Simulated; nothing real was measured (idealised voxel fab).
process module | voxel self aligned vias
cross-section cut | 255 nm wide | cells 5 nm
A cross-section is a grid of square cells, given in bands from the top down. A band is one or more rows of cells.
Each band's line starts with the height of the band's top and of its bottom, in nm. Then come its materials from left to right, each with its width in nm. One material with "throughout" fills the band from edge to edge. "air" is empty space.
Height 0 is the level under which the wafer as received is all one material. The lowest band goes on downwards, as in "0 down".
A width such as "30 to 40" changes by the same amount from each row of cells to the next, from the band's top row to its bottom row.
"no change" after a step means that no cell of the cross-section changed.
closed voids: empty space of 8 cells or more with no open way to the top, each as width x height at its distance from the left edge, in nm
after a step's settings: what the simulator itself notes on the step
overlay nm, on a step with a mask: how far to the right of its planned place the mask lay; to the left if negative
plan
1 op RECEIVE | material Si
2 op CONFORMAL_DEP | material SiO2 | thk nm 10
3 op CONFORMAL_DEP | material SiCN | thk nm 5
4 op DIRECTIONAL_DEP | material lowk | thk nm 25
5 op DIRECTIONAL_DEP | material aC | thk nm 10
6 op PATTERN | tone open | mask id LINES | material resist | width nm 25 | pitch nm 65 | thk nm 25 | overlay nm 0
7 op DIRECTIONAL_ETCH | etch materials aC | depth nm 10
8 op STRIP | etch materials resist
9 op DIRECTIONAL_ETCH | etch materials lowk | depth nm 25
10 op STRIP | etch materials aC
11 op CONFORMAL_DEP | material TiN | thk nm 5
12 op FILL_DEP | material W | thk nm 10
13 op CMP | height nm 40
14 op SELECTIVE_ETCH | etch materials W Ru TiN | depth nm 5
15 op FILL_DEP | material SiN | thk nm 5
16 op CMP | height nm 40
17 op DIRECTIONAL_DEP | material lowk | thk nm 15
18 op MASKED_ETCH | tone open | mask id VIAS | width nm 45 | pitch nm 130 | etch materials lowk | depth nm 15 | overlay nm 0
19 op MASKED_ETCH | tone open | mask id VIAS | width nm 45 | pitch nm 130 | etch materials SiN | depth nm 5 | overlay nm 0
20 op CONFORMAL_DEP | material TiN | thk nm 5
21 op FILL_DEP | material Ru | thk nm 5
22 op CMP | height nm 55
23 op CONFORMAL_DEP | material SiN | thk nm 5
first wafer, as planned
as received, after step 1
  0 down: Si throughout
  closed voids: none
after step 2
  10 to 0: SiO2 throughout
  below 0: unchanged
after step 3
  15 to 10: SiCN throughout
  below 10: unchanged
after step 4
  40 to 15: lowk throughout
  below 15: unchanged
after step 5
  50 to 40: aC throughout
  below 40: unchanged
after step 6
  75 to 50: resist 50 | air 25 | resist 40 | air 25 | resist 40 | air 25 | resist 50
  below 50: unchanged
after step 7
  65 to 50: resist 50 | air 25 | resist 40 | air 25 | resist 40 | air 25 | resist 50
  50 to 40: aC 50 | air 25 | aC 40 | air 25 | aC 40 | air 25 | aC 50
  below 40: unchanged
after step 8
  50 to 40: aC 50 | air 25 | aC 40 | air 25 | aC 40 | air 25 | aC 50
  below 40: unchanged
after step 9
  50 to 40: aC 50 | air 25 | aC 40 | air 25 | aC 40 | air 25 | aC 50
  40 to 15: lowk 50 | air 25 | lowk 40 | air 25 | lowk 40 | air 25 | lowk 50
  below 15: unchanged
after step 10
  40 to 15: lowk 50 | air 25 | lowk 40 | air 25 | lowk 40 | air 25 | lowk 50
  below 15: unchanged
after step 11
  45 to 40: TiN 55 | air 15 | TiN 50 | air 15 | TiN 50 | air 15 | TiN 55
  40 to 20: lowk 50 | TiN 5 | air 15 | TiN 5 | lowk 40 | TiN 5 | air 15 | TiN 5 | lowk 40 | TiN 5 | air 15 | TiN 5 | lowk 50
  20 to 15: lowk 50 | TiN 25 | lowk 40 | TiN 25 | lowk 40 | TiN 25 | lowk 50
  below 15: unchanged
after step 12
  55 to 45: W throughout
  45 to 40: TiN 55 | W 15 | TiN 50 | W 15 | TiN 50 | W 15 | TiN 55
  40 to 20: lowk 50 | TiN 5 | W 15 | TiN 5 | lowk 40 | TiN 5 | W 15 | TiN 5 | lowk 40 | TiN 5 | W 15 | TiN 5 | lowk 50
  below 20: unchanged
after step 13
  40 to 20: lowk 50 | TiN 5 | W 15 | TiN 5 | lowk 40 | TiN 5 | W 15 | TiN 5 | lowk 40 | TiN 5 | W 15 | TiN 5 | lowk 50
  below 20: unchanged
after step 14
  40 to 35: lowk 50 | air 25 | lowk 40 | air 25 | lowk 40 | air 25 | lowk 50
  below 35: unchanged
after step 15
  45 to 40: SiN throughout
  40 to 35: lowk 50 | SiN 25 | lowk 40 | SiN 25 | lowk 40 | SiN 25 | lowk 50
  below 35: unchanged
after step 16
  40 to 35: lowk 50 | SiN 25 | lowk 40 | SiN 25 | lowk 40 | SiN 25 | lowk 50
  below 35: unchanged
after step 17
  55 to 40: lowk throughout
  below 40: unchanged
after step 18
  55 to 40: lowk 40 | air 45 | lowk 85 | air 45 | lowk 40
  below 40: unchanged
after step 19
  55 to 40: lowk 40 | air 45 | lowk 85 | air 45 | lowk 40
  40 to 35: lowk 50 | air 25 | lowk 40 | SiN 25 | lowk 40 | air 25 | lowk 50
  below 35: unchanged
after step 20
  60 to 55: TiN 45 | air 35 | TiN 95 | air 35 | TiN 45
  55 to 45: lowk 40 | TiN 5 | air 35 | TiN 5 | lowk 85 | TiN 5 | air 35 | TiN 5 | lowk 40
  45 to 40: lowk 40 | TiN 15 | air 15 | TiN 15 | lowk 85 | TiN 15 | air 15 | TiN 15 | lowk 40
  40 to 35: lowk 50 | TiN 25 | lowk 40 | SiN 25 | lowk 40 | TiN 25 | lowk 50
  below 35: unchanged
after step 21
  65 to 60: Ru throughout
  60 to 55: TiN 45 | Ru 35 | TiN 95 | Ru 35 | TiN 45
  55 to 45: lowk 40 | TiN 5 | Ru 35 | TiN 5 | lowk 85 | TiN 5 | Ru 35 | TiN 5 | lowk 40
  45 to 40: lowk 40 | TiN 15 | Ru 15 | TiN 15 | lowk 85 | TiN 15 | Ru 15 | TiN 15 | lowk 40
  below 40: unchanged
after step 22
  55 to 45: lowk 40 | TiN 5 | Ru 35 | TiN 5 | lowk 85 | TiN 5 | Ru 35 | TiN 5 | lowk 40
  below 45: unchanged
after step 23
  60 to 55: SiN throughout
  below 55: unchanged
second wafer: like start, like plan, one mistake. Through step 2 it matches the first wafer
when step 3 should have ended: no change
when step 4 should have ended
  35 to 10: lowk throughout
  below 10: unchanged
when step 5 should have ended
  45 to 35: aC throughout
  below 35: unchanged
when step 6 should have ended
  70 to 45: resist 50 | air 25 | resist 40 | air 25 | resist 40 | air 25 | resist 50
  below 45: unchanged
when step 7 should have ended
  60 to 45: resist 50 | air 25 | resist 40 | air 25 | resist 40 | air 25 | resist 50
  45 to 35: aC 50 | air 25 | aC 40 | air 25 | aC 40 | air 25 | aC 50
  below 35: unchanged
when step 8 should have ended
  45 to 35: aC 50 | air 25 | aC 40 | air 25 | aC 40 | air 25 | aC 50
  below 35: unchanged
when step 9 should have ended
  45 to 35: aC 50 | air 25 | aC 40 | air 25 | aC 40 | air 25 | aC 50
  35 to 10: lowk 50 | air 25 | lowk 40 | air 25 | lowk 40 | air 25 | lowk 50
  below 10: unchanged
when step 10 should have ended
  35 to 10: lowk 50 | air 25 | lowk 40 | air 25 | lowk 40 | air 25 | lowk 50
  below 10: unchanged
when step 11 should have ended
  40 to 35: TiN 55 | air 15 | TiN 50 | air 15 | TiN 50 | air 15 | TiN 55
  35 to 15: lowk 50 | TiN 5 | air 15 | TiN 5 | lowk 40 | TiN 5 | air 15 | TiN 5 | lowk 40 | TiN 5 | air 15 | TiN 5 | lowk 50
  15 to 10: lowk 50 | TiN 25 | lowk 40 | TiN 25 | lowk 40 | TiN 25 | lowk 50
  below 10: unchanged
when step 12 should have ended
  50 to 40: W throughout
  40 to 35: TiN 55 | W 15 | TiN 50 | W 15 | TiN 50 | W 15 | TiN 55
  35 to 15: lowk 50 | TiN 5 | W 15 | TiN 5 | lowk 40 | TiN 5 | W 15 | TiN 5 | lowk 40 | TiN 5 | W 15 | TiN 5 | lowk 50
  below 15: unchanged
when step 13 should have ended
  40 to 35: TiN 55 | W 15 | TiN 50 | W 15 | TiN 50 | W 15 | TiN 55
  below 35: unchanged
when step 14 should have ended
  35 to 15: lowk 50 | TiN 5 | W 15 | TiN 5 | lowk 40 | TiN 5 | W 15 | TiN 5 | lowk 40 | TiN 5 | W 15 | TiN 5 | lowk 50
  below 15: unchanged
when step 15 should have ended
  40 to 35: SiN throughout
  below 35: unchanged
when step 16 should have ended: no change
when step 17 should have ended
  55 to 40: lowk throughout
  below 40: unchanged
when step 18 should have ended
  55 to 40: lowk 40 | air 45 | lowk 85 | air 45 | lowk 40
  below 40: unchanged
when step 19 should have ended
  55 to 40: lowk 40 | air 45 | lowk 85 | air 45 | lowk 40
  40 to 35: SiN 40 | air 45 | SiN 85 | air 45 | SiN 40
  below 35: unchanged
when step 20 should have ended
  60 to 55: TiN 45 | air 35 | TiN 95 | air 35 | TiN 45
  55 to 40: lowk 40 | TiN 5 | air 35 | TiN 5 | lowk 85 | TiN 5 | air 35 | TiN 5 | lowk 40
  40 to 35: SiN 40 | TiN 45 | SiN 85 | TiN 45 | SiN 40
  below 35: unchanged
when step 21 should have ended
  65 to 60: Ru throughout
  60 to 55: TiN 45 | Ru 35 | TiN 95 | Ru 35 | TiN 45
  55 to 40: lowk 40 | TiN 5 | Ru 35 | TiN 5 | lowk 85 | TiN 5 | Ru 35 | TiN 5 | lowk 40
  below 40: unchanged
when step 22 should have ended
  55 to 40: lowk 40 | TiN 5 | Ru 35 | TiN 5 | lowk 85 | TiN 5 | Ru 35 | TiN 5 | lowk 40
  below 40: unchanged
when step 23 should have ended
  60 to 55: SiN throughout
  below 55: unchanged
what went wrong: step 3 was left out
at the end the second wafer has, in cells: 8 more of Ru | 51 fewer of SiCN | 28 more of SiN | 6 more of TiN | 9 more of W
